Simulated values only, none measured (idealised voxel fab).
Name of the process module below: voxel ribs on slabs
Displayed cross-section: cut, width of 165 nm, square cells sized 5 nm.
Think of the cross-section as a grid of square cells. We describe it in bands, top to bottom, and each band covers one or more rows of those cells. In this notation a band is specified by the heights of its top and bottom, in that order and in nm, after which its materials appear from left to right, each paired with its width in nm. The word "edge to edge" attached to a single material means that material fills the band from edge to edge; the word "empty" stands for empty space. Height 0 is the level under which the wafer as received is all one material. The lowest band goes on downwards, as in "0 nm and below". Think of "30->40" as a width that walks from the first number to the second as you go down the band, top row to bottom row, taking equal-sized steps from row to row. For the purposes of this document, the phrase "remained unchanged" attached to a step denotes that no cell within the cross-section was modified by that step. The list in "Sealed cavities" covers empty spaces of 8 cells or more that cannot reach the top through any open way, and it gives each as width x height at distance; the distance is from the left edge, and width, height and distance are in nm. Note: text after step settings on the step line = simulator remark on that step. A step's line can hold "overlay nm"; with a mask on that step, the setting says how far right of the planned place the mask lay, while a negative setting says it lay to the left. Before/after cross-section pairs, one process step each; after shown to lowest changed band; step and settings beneath. Pairs may be from different runs of this module on the same starting wafer; a pair continues from the one above only where its "Pre-step snapshot" entry says so.

-- Pre-step snapshot
	0 nm and below | Si edge to edge
	Sealed cavities: none

-- Resultant Cross-Section
	25 nm to 0 nm | SiO2 edge to edge
	Below a height of 0, the structure has not been altered.
	Sealed cavities: none
Between the two cross-sections you see above, the step is DIRECTIONAL_DEP with material SiO2, thk nm 25

Pre-step snapshot: the pre-step structure is the one depicted after the step in the pair just above.

-- Resultant Cross-Section
	40 nm to 25 nm | SiN edge to edge
	Below a height of 25, the structure has not been altered.
	Sealed cavities: none
Between the two cross-sections you see above, the step is DIRECTIONAL_DEP with material SiN, thk nm 15

Pre-step snapshot: the pre-step structure is the one depicted after the step in the pair just above.

-- Resultant Cross-Section
	40 nm to 35 nm | 70 empty  25 SiN  70 empty
	Below a height of 35, the structure has not been altered.
	Sealed cavities: none
Between the two cross-sections you see above, the step is MASKED_ETCH with tone cover, mask id RIB, width nm 25, etch materials SiN, depth nm 5, overlay nm 0

Pre-step snapshot: the pre-step structure is the one depicted after the step in the pair just above.

-- Resultant Cross-Section
	60 nm to 40 nm | 55 empty  55 resist  55 empty
	40 nm to 35 nm | 55 empty  15 resist  25 SiN  15 resist  55 empty
	Below a height of 35, the structure has not been altered.
	Sealed cavities: none
Between the two cross-sections you see above, the step is PATTERN with tone cover, mask id SLAB, material resist, width nm 55, thk nm 20, overlay nm 0

Pre-step snapshot: the pre-step structure is the one depicted after the step in the pair just above.

-- Resultant Cross-Section
	60 nm to 40 nm | 55 empty  55 resist  55 empty
	40 nm to 35 nm | 55 empty  15 resist  25 SiN  15 resist  55 empty
	35 nm to 25 nm | 55 empty  55 SiN  55 empty
	Below a height of 25, the structure has not been altered.
	Sealed cavities: none
Between the two cross-sections you see above, the step is DIRECTIONAL_ETCH with etch materials SiN, depth nm 10

Pre-step snapshot: the pre-step structure is the one depicted after the step in the pair just above.

-- Resultant Cross-Section
	40 nm to 35 nm | 70 empty  25 SiN  70 empty
	Below a height of 35, the structure has not been altered.
	Sealed cavities: none
Between the two cross-sections you see above, the step is STRIP with etch materials resist

Pre-step snapshot: the pre-step structure is the one depicted after the step in the pair just above.

-- Resultant Cross-Section
	55 nm to 40 nm | SiO2 edge to edge
	40 nm to 35 nm | 70 SiO2  25 SiN  70 SiO2
	35 nm to 25 nm | 55 SiO2  55 SiN  55 SiO2
	Below a height of 25, the structure has not been altered.
	Sealed cavities: none
Between the two cross-sections you see above, the step is FILL_DEP with material SiO2, thk nm 15

Pre-step snapshot: the pre-step structure is the one depicted after the step in the pair just above.

-- Resultant Cross-Section
	50 nm to 40 nm | SiO2 edge to edge
	Below a height of 40, the structure has not been altered.
	Sealed cavities: none
Between the two cross-sections you see above, the step is CMP with height nm 50

Pre-step snapshot: the pre-step structure is the one depicted after the step in the pair just above.

-- Resultant Cross-Section
	55 nm to 50 nm | TiN edge to edge
	Below a height of 50, the structure has not been altered.
	Sealed cavities: none
Between the two cross-sections you see above, the step is DIRECTIONAL_DEP with material TiN, thk nm 5

Pre-step snapshot: the pre-step structure is the one depicted after the step in the pair just above.

-- Resultant Cross-Section
	75 nm to 55 nm | 65 empty  35 resist  65 empty
	Below a height of 55, the structure has not been altered.
	Sealed cavities: none
Between the two cross-sections you see above, the step is PATTERN with tone cover, mask id HEATER, material resist, width nm 35, thk nm 20, overlay nm 0

Pre-step snapshot: the pre-step structure is the one depicted after the step in the pair just above.

-- Resultant Cross-Section
	75 nm to 55 nm | 65 empty  35 resist  65 empty
	55 nm to 50 nm | 65 empty  35 TiN  65 empty
	Below a height of 50, the structure has not been altered.
	Sealed cavities: none
Between the two cross-sections you see above, the step is DIRECTIONAL_ETCH with etch materials TiN, depth nm 5

Pre-step snapshot: the pre-step structure is the one depicted after the step in the pair just above.

-- Resultant Cross-Section
	55 nm to 50 nm | 65 empty  35 TiN  65 empty
	Below a height of 50, the structure has not been altered.
	Sealed cavities: none
Between the two cross-sections you see above, the step is STRIP with etch materials resist

Pre-step snapshot: the pre-step structure is the one depicted after the step in the pair just above.

-- Resultant Cross-Section
	65 nm to 60 nm | 55 empty  55 SiN  55 empty
	60 nm to 55 nm | SiN edge to edge
	55 nm to 50 nm | 65 SiN  35 TiN  65 SiN
	Below a height of 50, the structure has not been altered.
	Sealed cavities: none
Between the two cross-sections you see above, the step is CONFORMAL_DEP with material SiN, thk nm 10

-- Pre-step snapshot
	40 nm to 25 nm | SiN edge to edge
	25 nm to 0 nm | SiO2 edge to edge
	0 nm and below | Si edge to edge
	Sealed cavities: none

-- Resultant Cross-Section
	55 nm to 25 nm | SiN edge to edge
	Below a height of 25, the structure has not been altered.
	Sealed cavities: none
Between the two cross-sections you see above, the step is DIRECTIONAL_DEP with material SiN, thk nm 15

Pre-step snapshot: the pre-step structure is the one depicted after the step in the pair just above.

-- Resultant Cross-Section
	55 nm to 50 nm | 70 empty  25 SiN  70 empty
	Below a height of 50, the structure has not been altered.
	Sealed cavities: none
Between the two cross-sections you see above, the step is MASKED_ETCH with tone cover, mask id RIB, width nm 25, etch materials SiN, depth nm 5, overlay nm 0

Pre-step snapshot: the pre-step structure is the one depicted after the step in the pair just above.

-- Resultant Cross-Section
	75 nm to 55 nm | 55 empty  55 resist  55 empty
	55 nm to 50 nm | 55 empty  15 resist  25 SiN  15 resist  55 empty
	Below a height of 50, the structure has not been altered.
	Sealed cavities: none
Between the two cross-sections you see above, the step is PATTERN with tone cover, mask id SLAB, material resist, width nm 55, thk nm 20, overlay nm 0

Pre-step snapshot: the pre-step structure is the one depicted after the step in the pair just above.

-- Resultant Cross-Section
	75 nm to 55 nm | 55 empty  55 resist  55 empty
	55 nm to 50 nm | 55 empty  15 resist  25 SiN  15 resist  55 empty
	50 nm to 40 nm | 55 empty  55 SiN  55 empty
	Below a height of 40, the structure has not been altered.
	Sealed cavities: none
Between the two cross-sections you see above, the step is DIRECTIONAL_ETCH with etch materials SiN, depth nm 10

Pre-step snapshot: the pre-step structure is the one depicted after the step in the pair just above.

-- Resultant Cross-Section
	55 nm to 50 nm | 70 empty  25 SiN  70 empty
	Below a height of 50, the structure has not been altered.
	Sealed cavities: none
Between the two cross-sections you see above, the step is STRIP with etch materials resist

Pre-step snapshot: the pre-step structure is the one depicted after the step in the pair just above.

-- Resultant Cross-Section
	70 nm to 55 nm | SiO2 edge to edge
	55 nm to 50 nm | 70 SiO2  25 SiN  70 SiO2
	50 nm to 40 nm | 55 SiO2  55 SiN  55 SiO2
	Below a height of 40, the structure has not been altered.
	Sealed cavities: none
Between the two cross-sections you see above, the step is FILL_DEP with material SiO2, thk nm 15

Pre-step snapshot: the pre-step structure is the one depicted after the step in the pair just above.

-- Resultant Cross-Section
	50 nm to 40 nm | 55 SiO2  55 SiN  55 SiO2
	Below a height of 40, the structure has not been altered.
	Sealed cavities: none
Between the two cross-sections you see above, the step is CMP with height nm 50

Pre-step snapshot: the pre-step structure is the one depicted after the step in the pair just above.

-- Resultant Cross-Section
	55 nm to 50 nm | TiN edge to edge
	Below a height of 50, the structure has not been altered.
	Sealed cavities: none
Between the two cross-sections you see above, the step is DIRECTIONAL_DEP with material TiN, thk nm 5

Pre-step snapshot: the pre-step structure is the one depicted after the step in the pair just above.

-- Resultant Cross-Section
	75 nm to 55 nm | 65 empty  35 resist  65 empty
	Below a height of 55, the structure has not been altered.
	Sealed cavities: none
Between the two cross-sections you see above, the step is PATTERN with tone cover, mask id HEATER, material resist, width nm 35, thk nm 20, overlay nm 0

Pre-step snapshot: the pre-step structure is the one depicted after the step in the pair just above.

-- Resultant Cross-Section
	75 nm to 55 nm | 65 empty  35 resist  65 empty
	55 nm to 50 nm | 65 empty  35 TiN  65 empty
	Below a height of 50, the structure has not been altered.
	Sealed cavities: none
Between the two cross-sections you see above, the step is DIRECTIONAL_ETCH with etch materials TiN, depth nm 5

Pre-step snapshot: the pre-step structure is the one depicted after the step in the pair just above.

-- Resultant Cross-Section
	55 nm to 50 nm | 65 empty  35 TiN  65 empty
	Below a height of 50, the structure has not been altered.
	Sealed cavities: none
Between the two cross-sections you see above, the step is STRIP with etch materials resist

Pre-step snapshot: the pre-step structure is the one depicted after the step in the pair just above.

-- Resultant Cross-Section
	65 nm to 60 nm | 55 empty  55 SiN  55 empty
	60 nm to 55 nm | SiN edge to edge
	55 nm to 50 nm | 65 SiN  35 TiN  65 SiN
	Below a height of 50, the structure has not been altered.
	Sealed cavities: none
Between the two cross-sections you see above, the step is CONFORMAL_DEP with material SiN, thk nm 10

-- Pre-step snapshot
	0 nm and below | Si edge to edge
	Sealed cavities: none

-- Resultant Cross-Section
	15 nm to 0 nm | SiN edge to edge
	Below a height of 0, the structure has not been altered.
	Sealed cavities: none
Between the two cross-sections you see above, the step is DIRECTIONAL_DEP with material SiN, thk nm 15

Pre-step snapshot: the pre-step structure is the one depicted after the step in the pair just above.

-- Resultant Cross-Section
	40 nm to 15 nm | SiO2 edge to edge
	Below a height of 15, the structure has not been altered.
	Sealed cavities: none
Between the two cross-sections you see above, the step is DIRECTIONAL_DEP with material SiO2, thk nm 25

Pre-step snapshot: the pre-step structure is the one depicted after the step in the pair just above.

-- Resultant Cross-Section
	60 nm to 40 nm | 55 empty  55 resist  55 empty
	Below a height of 40, the structure has not been altered.
	Sealed cavities: none
Between the two cross-sections you see above, the step is PATTERN with tone cover, mask id SLAB, material resist, width nm 55, thk nm 20, overlay nm 0

Pre-step snapshot: the pre-step structure is the one depicted after the step in the pair just above.

-- Resultant Cross-Section
	40 nm to 15 nm | SiO2 edge to edge
	Below a height of 15, the structure has not been altered.
	Sealed cavities: none
Between the two cross-sections you see above, the step is STRIP with etch materials resist

Pre-step snapshot: the pre-step structure is the one depicted after the step in the pair just above.

-- Resultant Cross-Section
	55 nm to 15 nm | SiO2 edge to edge
	Below a height of 15, the structure has not been altered.
	Sealed cavities: none
Between the two cross-sections you see above, the step is FILL_DEP with material SiO2, thk nm 15

Pre-step snapshot: the pre-step structure is the one depicted after the step in the pair just above.

-- Resultant Cross-Section
	50 nm to 15 nm | SiO2 edge to edge
	Below a height of 15, the structure has not been altered.
	Sealed cavities: none
Between the two cross-sections you see above, the step is CMP with height nm 50

Pre-step snapshot: the pre-step structure is the one depicted after the step in the pair just above.

-- Resultant Cross-Section
	55 nm to 50 nm | TiN edge to edge
	Below a height of 50, the structure has not been altered.
	Sealed cavities: none
Between the two cross-sections you see above, the step is DIRECTIONAL_DEP with material TiN, thk nm 5

Pre-step snapshot: the pre-step structure is the one depicted after the step in the pair just above.

-- Resultant Cross-Section
	75 nm to 55 nm | 65 empty  35 resist  65 empty
	Below a height of 55, the structure has not been altered.
	Sealed cavities: none
Between the two cross-sections you see above, the step is PATTERN with tone cover, mask id HEATER, material resist, width nm 35, thk nm 20, overlay nm 0

Pre-step snapshot: the pre-step structure is the one depicted after the step in the pair just above.

-- Resultant Cross-Section
	75 nm to 55 nm | 65 empty  35 resist  65 empty
	55 nm to 50 nm | 65 empty  35 TiN  65 empty
	Below a height of 50, the structure has not been altered.
	Sealed cavities: none
Between the two cross-sections you see above, the step is DIRECTIONAL_ETCH with etch materials TiN, depth nm 5

Pre-step snapshot: the pre-step structure is the one depicted after the step in the pair just above.

-- Resultant Cross-Section
	55 nm to 50 nm | 65 empty  35 TiN  65 empty
	Below a height of 50, the structure has not been altered.
	Sealed cavities: none
Between the two cross-sections you see above, the step is STRIP with etch materials resist

Pre-step snapshot: the pre-step structure is the one depicted after the step in the pair just above.

-- Resultant Cross-Section
	65 nm to 60 nm | 55 empty  55 SiN  55 empty
	60 nm to 55 nm | SiN edge to edge
	55 nm to 50 nm | 65 SiN  35 TiN  65 SiN
	Below a height of 50, the structure has not been altered.
	Sealed cavities: none
Between the two cross-sections you see above, the step is CONFORMAL_DEP with material SiN, thk nm 10

-- Pre-step snapshot
	55 nm to 40 nm | SiO2 edge to edge
	40 nm to 35 nm | 70 SiO2  25 SiN  70 SiO2
	35 nm to 25 nm | 55 SiO2  55 SiN  55 SiO2
	25 nm to 0 nm | SiO2 edge to edge
	0 nm and below | Si edge to edge
	Sealed cavities: none

-- Resultant Cross-Section
	45 nm to 40 nm | SiO2 edge to edge
	Below a height of 40, the structure has not been altered.
	Sealed cavities: none
Between the two cross-sections you see above, the step is CMP with height nm 45

Pre-step snapshot: the pre-step structure is the one depicted after the step in the pair just above.

-- Resultant Cross-Section
	50 nm to 45 nm | TiN edge to edge
	Below a height of 45, the structure has not been altered.
	Sealed cavities: none
Between the two cross-sections you see above, the step is DIRECTIONAL_DEP with material TiN, thk nm 5

Pre-step snapshot: the pre-step structure is the one depicted after the step in the pair just above.

-- Resultant Cross-Section
	70 nm to 50 nm | 65 empty  35 resist  65 empty
	Below a height of 50, the structure has not been altered.
	Sealed cavities: none
Between the two cross-sections you see above, the step is PATTERN with tone cover, mask id HEATER, material resist, width nm 35, thk nm 20, overlay nm 0

Pre-step snapshot: the pre-step structure is the one depicted after the step in the pair just above.

-- Resultant Cross-Section
	70 nm to 50 nm | 65 empty  35 resist  65 empty
	50 nm to 45 nm | 65 empty  35 TiN  65 empty
	Below a height of 45, the structure has not been altered.
	Sealed cavities: none
Between the two cross-sections you see above, the step is DIRECTIONAL_ETCH with etch materials TiN, depth nm 5

Pre-step snapshot: the pre-step structure is the one depicted after the step in the pair just above.

-- Resultant Cross-Section
	50 nm to 45 nm | 65 empty  35 TiN  65 empty
	Below a height of 45, the structure has not been altered.
	Sealed cavities: none
Between the two cross-sections you see above, the step is STRIP with etch materials resist

Pre-step snapshot: the pre-step structure is the one depicted after the step in the pair just above.

-- Resultant Cross-Section
	60 nm to 55 nm | 55 empty  55 SiN  55 empty
	55 nm to 50 nm | SiN edge to edge
	50 nm to 45 nm | 65 SiN  35 TiN  65 SiN
	Below a height of 45, the structure has not been altered.
	Sealed cavities: none
Between the two cross-sections you see above, the step is CONFORMAL_DEP with material SiN, thk nm 10

-- Pre-step snapshot
	40 nm to 25 nm | SiN edge to edge
	25 nm to 0 nm | SiO2 edge to edge
	0 nm and below | Si edge to edge
	Sealed cavities: none

-- Resultant Cross-Section
	40 nm to 35 nm | 75 empty  20 SiN  70 empty
	Below a height of 35, the structure has not been altered.
	Sealed cavities: none
Between the two cross-sections you see above, the step is MASKED_ETCH with tone cover, mask id RIB, width nm 20, etch materials SiN, depth nm 5, overlay nm 0

Pre-step snapshot: the pre-step structure is the one depicted after the step in the pair just above.

-- Resultant Cross-Section
	60 nm to 40 nm | 55 empty  55 resist  55 empty
	40 nm to 35 nm | 55 empty  20 resist  20 SiN  15 resist  55 empty
	Below a height of 35, the structure has not been altered.
	Sealed cavities: none
Between the two cross-sections you see above, the step is PATTERN with tone cover, mask id SLAB, material resist, width nm 55, thk nm 20, overlay nm 0

Pre-step snapshot: the pre-step structure is the one depicted after the step in the pair just above.

-- Resultant Cross-Section
	60 nm to 40 nm | 55 empty  55 resist  55 empty
	40 nm to 35 nm | 55 empty  20 resist  20 SiN  15 resist  55 empty
	35 nm to 25 nm | 55 empty  55 SiN  55 empty
	Below a height of 25, the structure has not been altered.
	Sealed cavities: none
Between the two cross-sections you see above, the step is DIRECTIONAL_ETCH with etch materials SiN, depth nm 10

Pre-step snapshot: the pre-step structure is the one depicted after the step in the pair just above.

-- Resultant Cross-Section
	40 nm to 35 nm | 75 empty  20 SiN  70 empty
	Below a height of 35, the structure has not been altered.
	Sealed cavities: none
Between the two cross-sections you see above, the step is STRIP with etch materials resist

Pre-step snapshot: the pre-step structure is the one depicted after the step in the pair just above.

-- Resultant Cross-Section
	55 nm to 40 nm | SiO2 edge to edge
	40 nm to 35 nm | 75 SiO2  20 SiN  70 SiO2
	35 nm to 25 nm | 55 SiO2  55 SiN  55 SiO2
	Below a height of 25, the structure has not been altered.
	Sealed cavities: none
Between the two cross-sections you see above, the step is FILL_DEP with material SiO2, thk nm 15

Pre-step snapshot: the pre-step structure is the one depicted after the step in the pair just above.

-- Resultant Cross-Section
	50 nm to 40 nm | SiO2 edge to edge
	Below a height of 40, the structure has not been altered.
	Sealed cavities: none
Between the two cross-sections you see above, the step is CMP with height nm 50

Pre-step snapshot: the pre-step structure is the one depicted after the step in the pair just above.

-- Resultant Cross-Section
	55 nm to 50 nm | TiN edge to edge
	Below a height of 50, the structure has not been altered.
	Sealed cavities: none
Between the two cross-sections you see above, the step is DIRECTIONAL_DEP with material TiN, thk nm 5

Pre-step snapshot: the pre-step structure is the one depicted after the step in the pair just above.

-- Resultant Cross-Section
	75 nm to 55 nm | 65 empty  35 resist  65 empty
	Below a height of 55, the structure has not been altered.
	Sealed cavities: none
Between the two cross-sections you see above, the step is PATTERN with tone cover, mask id HEATER, material resist, width nm 35, thk nm 20, overlay nm 0

Pre-step snapshot: the pre-step structure is the one depicted after the step in the pair just above.

-- Resultant Cross-Section
	75 nm to 55 nm | 65 empty  35 resist  65 empty
	55 nm to 50 nm | 65 empty  35 TiN  65 empty
	Below a height of 50, the structure has not been altered.
	Sealed cavities: none
Between the two cross-sections you see above, the step is DIRECTIONAL_ETCH with etch materials TiN, depth nm 5

Pre-step snapshot: the pre-step structure is the one depicted after the step in the pair just above.

-- Resultant Cross-Section
	55 nm to 50 nm | 65 empty  35 TiN  65 empty
	Below a height of 50, the structure has not been altered.
	Sealed cavities: none
Between the two cross-sections you see above, the step is STRIP with etch materials resist

Pre-step snapshot: the pre-step structure is the one depicted after the step in the pair just above.

-- Resultant Cross-Section
	65 nm to 60 nm | 55 empty  55 SiN  55 empty
	60 nm to 55 nm | SiN edge to edge
	55 nm to 50 nm | 65 SiN  35 TiN  65 SiN
	Below a height of 50, the structure has not been altered.
	Sealed cavities: none
Between the two cross-sections you see above, the step is CONFORMAL_DEP with material SiN, thk nm 10

-- Pre-step snapshot
	40 nm to 35 nm | 70 empty  25 SiN  70 empty
	35 nm to 25 nm | SiN edge to edge
	25 nm to 0 nm | SiO2 edge to edge
	0 nm and below | Si edge to edge
	Sealed cavities: none

-- Resultant Cross-Section
	60 nm to 40 nm | 65 empty  55 resist  45 empty
	40 nm to 35 nm | 65 empty  5 resist  25 SiN  25 resist  45 empty
	Below a height of 35, the structure has not been altered.
	Sealed cavities: none
Between the two cross-sections you see above, the step is PATTERN with tone cover, mask id SLAB, material resist, width nm 55, thk nm 20, overlay nm 10

Pre-step snapshot: the pre-step structure is the one depicted after the step in the pair just above.

-- Resultant Cross-Section
	60 nm to 40 nm | 65 empty  55 resist  45 empty
	40 nm to 35 nm | 65 empty  5 resist  25 SiN  25 resist  45 empty
	35 nm to 25 nm | 65 empty  55 SiN  45 empty
	Below a height of 25, the structure has not been altered.
	Sealed cavities: none
Between the two cross-sections you see above, the step is DIRECTIONAL_ETCH with etch materials SiN, depth nm 10

Pre-step snapshot: the pre-step structure is the one depicted after the step in the pair just above.

-- Resultant Cross-Section
	40 nm to 35 nm | 70 empty  25 SiN  70 empty
	Below a height of 35, the structure has not been altered.
	Sealed cavities: none
Between the two cross-sections you see above, the step is STRIP with etch materials resist

Pre-step snapshot: the pre-step structure is the one depicted after the step in the pair just above.

-- Resultant Cross-Section
	55 nm to 40 nm | SiO2 edge to edge
	40 nm to 35 nm | 70 SiO2  25 SiN  70 SiO2
	35 nm to 25 nm | 65 SiO2  55 SiN  45 SiO2
	Below a height of 25, the structure has not been altered.
	Sealed cavities: none
Between the two cross-sections you see above, the step is FILL_DEP with material SiO2, thk nm 15

Pre-step snapshot: the pre-step structure is the one depicted after the step in the pair just above.

-- Resultant Cross-Section
	50 nm to 40 nm | SiO2 edge to edge
	Below a height of 40, the structure has not been altered.
	Sealed cavities: none
Between the two cross-sections you see above, the step is CMP with height nm 50

Pre-step snapshot: the pre-step structure is the one depicted after the step in the pair just above.

-- Resultant Cross-Section
	55 nm to 50 nm | TiN edge to edge
	Below a height of 50, the structure has not been altered.
	Sealed cavities: none
Between the two cross-sections you see above, the step is DIRECTIONAL_DEP with material TiN, thk nm 5

Pre-step snapshot: the pre-step structure is the one depicted after the step in the pair just above.

-- Resultant Cross-Section
	75 nm to 55 nm | 65 empty  35 resist  65 empty
	Below a height of 55, the structure has not been altered.
	Sealed cavities: none
Between the two cross-sections you see above, the step is PATTERN with tone cover, mask id HEATER, material resist, width nm 35, thk nm 20, overlay nm 0

Pre-step snapshot: the pre-step structure is the one depicted after the step in the pair just above.

-- Resultant Cross-Section
	75 nm to 55 nm | 65 empty  35 resist  65 empty
	55 nm to 50 nm | 65 empty  35 TiN  65 empty
	Below a height of 50, the structure has not been altered.
	Sealed cavities: none
Between the two cross-sections you see above, the step is DIRECTIONAL_ETCH with etch materials TiN, depth nm 5

Pre-step snapshot: the pre-step structure is the one depicted after the step in the pair just above.

-- Resultant Cross-Section
	55 nm to 50 nm | 65 empty  35 TiN  65 empty
	Below a height of 50, the structure has not been altered.
	Sealed cavities: none
Between the two cross-sections you see above, the step is STRIP with etch materials resist

Pre-step snapshot: the pre-step structure is the one depicted after the step in the pair just above.

-- Resultant Cross-Section
	65 nm to 60 nm | 55 empty  55 SiN  55 empty
	60 nm to 55 nm | SiN edge to edge
	55 nm to 50 nm | 65 SiN  35 TiN  65 SiN
	Below a height of 50, the structure has not been altered.
	Sealed cavities: none
Between the two cross-sections you see above, the step is CONFORMAL_DEP with material SiN, thk nm 10

-- Pre-step snapshot
	50 nm to 40 nm | SiO2 edge to edge
	40 nm to 35 nm | 70 SiO2  25 SiN  70 SiO2
	35 nm to 25 nm | 55 SiO2  55 SiN  55 SiO2
	25 nm to 0 nm | SiO2 edge to edge
	0 nm and below | Si edge to edge
	Sealed cavities: none

-- Resultant Cross-Section
	55 nm to 40 nm | SiO2 edge to edge
	Below a height of 40, the structure has not been altered.
	Sealed cavities: none
Between the two cross-sections you see above, the step is DIRECTIONAL_DEP with material SiO2, thk nm 5

Pre-step snapshot: the pre-step structure is the one depicted after the step in the pair just above.

-- Resultant Cross-Section
	75 nm to 55 nm | 65 empty  35 resist  65 empty
	Below a height of 55, the structure has not been altered.
	Sealed cavities: none
Between the two cross-sections you see above, the step is PATTERN with tone cover, mask id HEATER, material resist, width nm 35, thk nm 20, overlay nm 0

Pre-step snapshot: the pre-step structure is the one depicted after the step in the pair just above.

-- Resultant Cross-Section
	55 nm to 40 nm | SiO2 edge to edge
	Below a height of 40, the structure has not been altered.
	Sealed cavities: none
Between the two cross-sections you see above, the step is STRIP with etch materials resist

Pre-step snapshot: the pre-step structure is the one depicted after the step in the pair just above.

-- Resultant Cross-Section
	65 nm to 55 nm | SiN edge to edge
	Below a height of 55, the structure has not been altered.
	Sealed cavities: none
Between the two cross-sections you see above, the step is CONFORMAL_DEP with material SiN, thk nm 10

-- Pre-step snapshot
	40 nm to 25 nm | SiN edge to edge
	25 nm to 0 nm | SiO2 edge to edge
	0 nm and below | Si edge to edge
	Sealed cavities: none

-- Resultant Cross-Section
	40 nm to 35 nm | 70 SiN  25 empty  70 SiN
	Below a height of 35, the structure has not been altered.
	Sealed cavities: none
Between the two cross-sections you see above, the step is MASKED_ETCH with tone open, mask id RIB, width nm 25, etch materials SiN, depth nm 5, overlay nm 0

Pre-step snapshot: the pre-step structure is the one depicted after the step in the pair just above.

-- Resultant Cross-Section
	60 nm to 40 nm | 55 empty  55 resist  55 empty
	40 nm to 35 nm | 70 SiN  25 resist  70 SiN
	Below a height of 35, the structure has not been altered.
	Sealed cavities: none
Between the two cross-sections you see above, the step is PATTERN with tone cover, mask id SLAB, material resist, width nm 55, thk nm 20, overlay nm 0

Pre-step snapshot: the pre-step structure is the one depicted after the step in the pair just above.

-- Resultant Cross-Section
	60 nm to 40 nm | 55 empty  55 resist  55 empty
	40 nm to 35 nm | 55 empty  15 SiN  25 resist  15 SiN  55 empty
	35 nm to 30 nm | 55 empty  55 SiN  55 empty
	Below a height of 30, the structure has not been altered.
	Sealed cavities: none
Between the two cross-sections you see above, the step is DIRECTIONAL_ETCH with etch materials SiN, depth nm 10

Pre-step snapshot: the pre-step structure is the one depicted after the step in the pair just above.

-- Resultant Cross-Section
	40 nm to 35 nm | 55 empty  15 SiN  25 empty  15 SiN  55 empty
	Below a height of 35, the structure has not been altered.
	Sealed cavities: none
Between the two cross-sections you see above, the step is STRIP with etch materials resist

Pre-step snapshot: the pre-step structure is the one depicted after the step in the pair just above.

-- Resultant Cross-Section
	55 nm to 40 nm | SiO2 edge to edge
	40 nm to 35 nm | 55 SiO2  15 SiN  25 SiO2  15 SiN  55 SiO2
	35 nm to 30 nm | 55 SiO2  55 SiN  55 SiO2
	Below a height of 30, the structure has not been altered.
	Sealed cavities: none
Between the two cross-sections you see above, the step is FILL_DEP with material SiO2, thk nm 15

Pre-step snapshot: the pre-step structure is the one depicted after the step in the pair just above.

-- Resultant Cross-Section
	50 nm to 40 nm | SiO2 edge to edge
	Below a height of 40, the structure has not been altered.
	Sealed cavities: none
Between the two cross-sections you see above, the step is CMP with height nm 50

Pre-step snapshot: the pre-step structure is the one depicted after the step in the pair just above.

-- Resultant Cross-Section
	55 nm to 50 nm | TiN edge to edge
	Below a height of 50, the structure has not been altered.
	Sealed cavities: none
Between the two cross-sections you see above, the step is DIRECTIONAL_DEP with material TiN, thk nm 5

Pre-step snapshot: the pre-step structure is the one depicted after the step in the pair just above.

-- Resultant Cross-Section
	75 nm to 55 nm | 65 empty  35 resist  65 empty
	Below a height of 55, the structure has not been altered.
	Sealed cavities: none
Between the two cross-sections you see above, the step is PATTERN with tone cover, mask id HEATER, material resist, width nm 35, thk nm 20, overlay nm 0

Pre-step snapshot: the pre-step structure is the one depicted after the step in the pair just above.

-- Resultant Cross-Section
	75 nm to 55 nm | 65 empty  35 resist  65 empty
	55 nm to 50 nm | 65 empty  35 TiN  65 empty
	Below a height of 50, the structure has not been altered.
	Sealed cavities: none
Between the two cross-sections you see above, the step is DIRECTIONAL_ETCH with etch materials TiN, depth nm 5

Pre-step snapshot: the pre-step structure is the one depicted after the step in the pair just above.

-- Resultant Cross-Section
	55 nm to 50 nm | 65 empty  35 TiN  65 empty
	Below a height of 50, the structure has not been altered.
	Sealed cavities: none
Between the two cross-sections you see above, the step is STRIP with etch materials resist

Pre-step snapshot: the pre-step structure is the one depicted after the step in the pair just above.

-- Resultant Cross-Section
	65 nm to 60 nm | 55 empty  55 SiN  55 empty
	60 nm to 55 nm | SiN edge to edge
	55 nm to 50 nm | 65 SiN  35 TiN  65 SiN
	Below a height of 50, the structure has not been altered.
	Sealed cavities: none
Between the two cross-sections you see above, the step is CONFORMAL_DEP with material SiN, thk nm 10
